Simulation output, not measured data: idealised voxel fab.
process module | voxel self aligned contacts
cross-section cut | 225 nm wide | cells 5 nm
A cross-section is a grid of square cells, given in bands from the top down. A band is one or more rows of cells.
Each band's line starts with the height of the band's top and of its bottom, in nm. Then come its materials from left to right, each with its width in nm. One material with "throughout" fills the band from edge to edge. "air" is empty space.
Height 0 is the level under which the wafer as received is all one material. The lowest band goes on downwards, as in "0 down".
A width such as "30 to 40" changes by the same amount from each row of cells to the next, from the band's top row to its bottom row.
"no change" after a step means that no cell of the cross-section changed.
closed voids: empty space of 8 cells or more with no open way to the top, each as width x height at its distance from the left edge, in nm
after a step's settings: what the simulator itself notes on the step
overlay nm, on a step with a mask: how far to the right of its planned place the mask lay; to the left if negative
plan
1 op RECEIVE | material Si
2 op OXIDIZE | depth nm 5
3 op DIRECTIONAL_DEP | material polySi | thk nm 30
4 op DIRECTIONAL_DEP | material SiN | thk nm 25
5 op MASKED_ETCH | tone cover | mask id GATE | width nm 30 | pitch nm 75 | etch materials SiN | depth nm 25 | overlay nm 0
6 op MASKED_ETCH | tone cover | mask id GATE | width nm 30 | pitch nm 75 | etch materials polySi | depth nm 30 | overlay nm 0
7 op CONFORMAL_DEP | material SiN | thk nm 10
8 op DIRECTIONAL_ETCH | etch materials SiN | depth nm 10
9 op FILL_DEP | material SiO2 | thk nm 10
10 op CMP | height nm 60
11 op PATTERN | tone open | mask id CONTACT | material resist | width nm 55 | pitch nm 75 | thk nm 15 | overlay nm 0
12 op DIRECTIONAL_ETCH | etch materials SiO2 | depth nm 65
13 op STRIP | etch materials resist
14 op CONFORMAL_DEP | material TiN | thk nm 5
15 op FILL_DEP | material Ru | thk nm 5
16 op CMP | height nm 60
17 op CONFORMAL_DEP | material SiCN | thk nm 5
first wafer, as planned
as received, after step 1
  0 down: Si throughout
  closed voids: none
after step 2
  0 to -5: SiO2 throughout
  below -5: unchanged
after step 3
  30 to 0: polySi throughout
  below 0: unchanged
after step 4
  55 to 30: SiN throughout
  below 30: unchanged
after step 5
  55 to 30: air 20 | SiN 30 | air 45 | SiN 30 | air 45 | SiN 30 | air 25
  below 30: unchanged
after step 6
  55 to 30: air 20 | SiN 30 | air 45 | SiN 30 | air 45 | SiN 30 | air 25
  30 to 0: air 20 | polySi 30 | air 45 | polySi 30 | air 45 | polySi 30 | air 25
  below 0: unchanged
after step 7
  65 to 30: air 10 | SiN 50 | air 25 | SiN 50 | air 25 | SiN 50 | air 15
  30 to 10: air 10 | SiN 10 | polySi 30 | SiN 10 | air 25 | SiN 10 | polySi 30 | SiN 10 | air 25 | SiN 10 | polySi 30 | SiN 10 | air 15
  10 to 0: SiN 20 | polySi 30 | SiN 45 | polySi 30 | SiN 45 | polySi 30 | SiN 25
  below 0: unchanged
after step 8
  55 to 30: air 10 | SiN 50 | air 25 | SiN 50 | air 25 | SiN 50 | air 15
  30 to 0: air 10 | SiN 10 | polySi 30 | SiN 10 | air 25 | SiN 10 | polySi 30 | SiN 10 | air 25 | SiN 10 | polySi 30 | SiN 10 | air 15
  below 0: unchanged
after step 9
  65 to 55: SiO2 throughout
  55 to 30: SiO2 10 | SiN 50 | SiO2 25 | SiN 50 | SiO2 25 | SiN 50 | SiO2 15
  30 to 0: SiO2 10 | SiN 10 | polySi 30 | SiN 10 | SiO2 25 | SiN 10 | polySi 30 | SiN 10 | SiO2 25 | SiN 10 | polySi 30 | SiN 10 | SiO2 15
  below 0: unchanged
after step 10
  60 to 55: SiO2 throughout
  below 55: unchanged
after step 11
  75 to 60: resist 45 | air 55 | resist 20 | air 55 | resist 50
  below 60: unchanged
after step 12
  75 to 60: resist 45 | air 55 | resist 20 | air 55 | resist 50
  60 to 55: SiO2 45 | air 55 | SiO2 20 | air 55 | SiO2 50
  55 to 30: SiO2 10 | SiN 50 | air 25 | SiN 50 | air 25 | SiN 50 | SiO2 15
  30 to 0: SiO2 10 | SiN 10 | polySi 30 | SiN 10 | air 25 | SiN 10 | polySi 30 | SiN 10 | air 25 | SiN 10 | polySi 30 | SiN 10 | SiO2 15
  0 to -5: SiO2 60 | air 25 | SiO2 50 | air 25 | SiO2 65
  below -5: unchanged
after step 13
  60 to 55: SiO2 45 | air 55 | SiO2 20 | air 55 | SiO2 50
  below 55: unchanged
after step 14
  65 to 60: TiN 50 | air 45 | TiN 30 | air 45 | TiN 55
  60 to 55: SiO2 45 | TiN 20 | air 15 | TiN 20 | SiO2 20 | TiN 20 | air 15 | TiN 20 | SiO2 50
  55 to 30: SiO2 10 | SiN 50 | TiN 5 | air 15 | TiN 5 | SiN 50 | TiN 5 | air 15 | TiN 5 | SiN 50 | SiO2 15
  30 to 0: SiO2 10 | SiN 10 | polySi 30 | SiN 10 | TiN 5 | air 15 | TiN 5 | SiN 10 | polySi 30 | SiN 10 | TiN 5 | air 15 | TiN 5 | SiN 10 | polySi 30 | SiN 10 | SiO2 15
  0 to -5: SiO2 60 | TiN 25 | SiO2 50 | TiN 25 | SiO2 65
  below -5: unchanged
after step 15
  70 to 65: Ru throughout
  65 to 60: TiN 50 | Ru 45 | TiN 30 | Ru 45 | TiN 55
  60 to 55: SiO2 45 | TiN 20 | Ru 15 | TiN 20 | SiO2 20 | TiN 20 | Ru 15 | TiN 20 | SiO2 50
  55 to 30: SiO2 10 | SiN 50 | TiN 5 | Ru 15 | TiN 5 | SiN 50 | TiN 5 | Ru 15 | TiN 5 | SiN 50 | SiO2 15
  30 to 0: SiO2 10 | SiN 10 | polySi 30 | SiN 10 | TiN 5 | Ru 15 | TiN 5 | SiN 10 | polySi 30 | SiN 10 | TiN 5 | Ru 15 | TiN 5 | SiN 10 | polySi 30 | SiN 10 | SiO2 15
  below 0: unchanged
after step 16
  60 to 55: SiO2 45 | TiN 20 | Ru 15 | TiN 20 | SiO2 20 | TiN 20 | Ru 15 | TiN 20 | SiO2 50
  below 55: unchanged
after step 17
  65 to 60: SiCN throughout
  below 60: unchanged
second wafer: like start, like plan, one mistake. Through step 2 it matches the first wafer
when step 3 should have ended
  30 to 0: TiN throughout
  below 0: unchanged
when step 4 should have ended
  55 to 30: SiN throughout
  below 30: unchanged
when step 5 should have ended
  55 to 30: air 20 | SiN 30 | air 45 | SiN 30 | air 45 | SiN 30 | air 25
  below 30: unchanged
when step 6 should have ended: no change
when step 7 should have ended
  65 to 40: air 10 | SiN 50 | air 25 | SiN 50 | air 25 | SiN 50 | air 15
  40 to 30: SiN throughout
  below 30: unchanged
when step 8 should have ended
  55 to 30: air 10 | SiN 50 | air 25 | SiN 50 | air 25 | SiN 50 | air 15
  below 30: unchanged
when step 9 should have ended
  65 to 55: SiO2 throughout
  55 to 30: SiO2 10 | SiN 50 | SiO2 25 | SiN 50 | SiO2 25 | SiN 50 | SiO2 15
  below 30: unchanged
when step 10 should have ended
  60 to 55: SiO2 throughout
  below 55: unchanged
when step 11 should have ended
  75 to 60: resist 45 | air 55 | resist 20 | air 55 | resist 50
  below 60: unchanged
when step 12 should have ended
  75 to 60: resist 45 | air 55 | resist 20 | air 55 | resist 50
  60 to 55: SiO2 45 | air 55 | SiO2 20 | air 55 | SiO2 50
  55 to 30: SiO2 10 | SiN 50 | air 25 | SiN 50 | air 25 | SiN 50 | SiO2 15
  below 30: unchanged
when step 13 should have ended
  60 to 55: SiO2 45 | air 55 | SiO2 20 | air 55 | SiO2 50
  below 55: unchanged
when step 14 should have ended
  65 to 60: TiN 50 | air 45 | TiN 30 | air 45 | TiN 55
  60 to 55: SiO2 45 | TiN 20 | air 15 | TiN 20 | SiO2 20 | TiN 20 | air 15 | TiN 20 | SiO2 50
  55 to 35: SiO2 10 | SiN 50 | TiN 5 | air 15 | TiN 5 | SiN 50 | TiN 5 | air 15 | TiN 5 | SiN 50 | SiO2 15
  35 to 30: SiO2 10 | SiN 50 | TiN 25 | SiN 50 | TiN 25 | SiN 50 | SiO2 15
  below 30: unchanged
when step 15 should have ended
  70 to 65: Ru throughout
  65 to 60: TiN 50 | Ru 45 | TiN 30 | Ru 45 | TiN 55
  60 to 55: SiO2 45 | TiN 20 | Ru 15 | TiN 20 | SiO2 20 | TiN 20 | Ru 15 | TiN 20 | SiO2 50
  55 to 35: SiO2 10 | SiN 50 | TiN 5 | Ru 15 | TiN 5 | SiN 50 | TiN 5 | Ru 15 | TiN 5 | SiN 50 | SiO2 15
  below 35: unchanged
when step 16 should have ended
  60 to 55: SiO2 45 | TiN 20 | Ru 15 | TiN 20 | SiO2 20 | TiN 20 | Ru 15 | TiN 20 | SiO2 50
  below 55: unchanged
when step 17 should have ended
  65 to 60: SiCN throughout
  below 60: unchanged
what went wrong: step 3 ran as: op DIRECTIONAL_DEP | material TiN | thk nm 30
at the end the second wafer has, in cells: 42 fewer of Ru | 72 fewer of SiN | 20 fewer of SiO2 | 242 more of TiN | 108 fewer of polySi
